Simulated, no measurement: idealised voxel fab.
This is a process module. Its name is voxel local oxidation.
The cross-section on display is named cut; it measures 280 nm wide, and its cells are 5 nm squares.
Heads up, the way a cross-section reads in here is a grid of square cells, handed over as bands from the top down, with every band being one or more rows of cells.
It is stipulated that each band's entry specify, in nanometres, the height of the top of the band and then that of its bottom, followed by the materials of the band in left-to-right sequence, each together with its width in nanometres. A single material marked by the word "full width" is understood to fill the band from edge to edge; the word "air" is understood to denote empty space.
It should be noted that heights are counted from 0, beneath which the wafer as supplied is of one material throughout, and that the lowest band possesses no lower boundary but continues downward, as written in "top 0, no bottom".
Quick explanation for "30 to 40": the width changes in equal steps down the rows of cells, from the first number in the band's top row to the second number in its bottom row.
Where a step carries "stayed the same", the cross-section came out of it unchanged, cell for cell.
You'll see "Closed void inventory" listing empty spaces that have no way open to the top, as long as they're 8 cells or more; the notation is width x height at distance, where the distance is from the left edge, and all of it is in nm.
It should be noted that, on the line of a given step, the content following the step's settings is a remark produced by the simulator itself with respect to that step.
If you see "overlay nm" on a step's line and that step has a mask, it's telling you how far right of where it was planned the mask ended up; a negative number means it went left instead.

INTENDED PROCESS STEPS
1) op RECEIVE | material Si
2) op CONFORMAL_DEP | material SiO2 | thk nm 5
3) op CONFORMAL_DEP | material SiN | thk nm 10
4) op DIRECTIONAL_DEP | material aC | thk nm 15
5) op PATTERN | tone cover | mask id ACTIVE | material resist | width nm 90 | thk nm 35 | overlay nm 0
6) op DIRECTIONAL_ETCH | etch materials aC | depth nm 15
7) op STRIP | etch materials resist
8) op DIRECTIONAL_ETCH | etch materials SiN | depth nm 10
9) op STRIP | etch materials aC
10) op SELECTIVE_ETCH | etch materials SiO2 | depth nm 5
11) op OXIDIZE | depth nm 15
12) op STRIP | etch materials SiN

SO THIS IS THE INCOMING WAFER IN CROSS-SECTION - IT'S ALREADY BEEN THROUGH STEP 1
> top 0, no bottom = Si full width
> Closed void inventory: none

HERE'S THE CROSS-SECTION OF THE FIRST OF OUR TWO WAFERS AT THE END OF THE MODULE - IT RAN AS PLANNED
> top 5, bottom 0 = air 100 | SiO2 80 | air 100
> top 0, bottom -15 = SiO2 115 | Si 50 | SiO2 115
> top -15, no bottom = Si full width
> Closed void inventory: none

SAME START, SAME PLAN AS THE FIRST WAFER - BUT ONE MISTAKE IN THE RUN. CROSS-SECTION OF THE SECOND OF THE TWO AT THE END OF THE MODULE
> top 5, bottom 0 = air 105 | SiO2 75 | air 100
> top 0, bottom -15 = SiO2 120 | Si 45 | SiO2 115
> top -15, no bottom = Si full width
> Closed void inventory: none
What was the processing mistake? for step 5, the planned setting was not used; the step was instead run as op PATTERN | tone cover | mask id ACTIVE | material resist | width nm 85 | thk nm 35 | overlay nm 0
End check, counted in cells, second wafer has more or fewer of these materials than the first: Si: 3 fewer | SiO2: 2 more
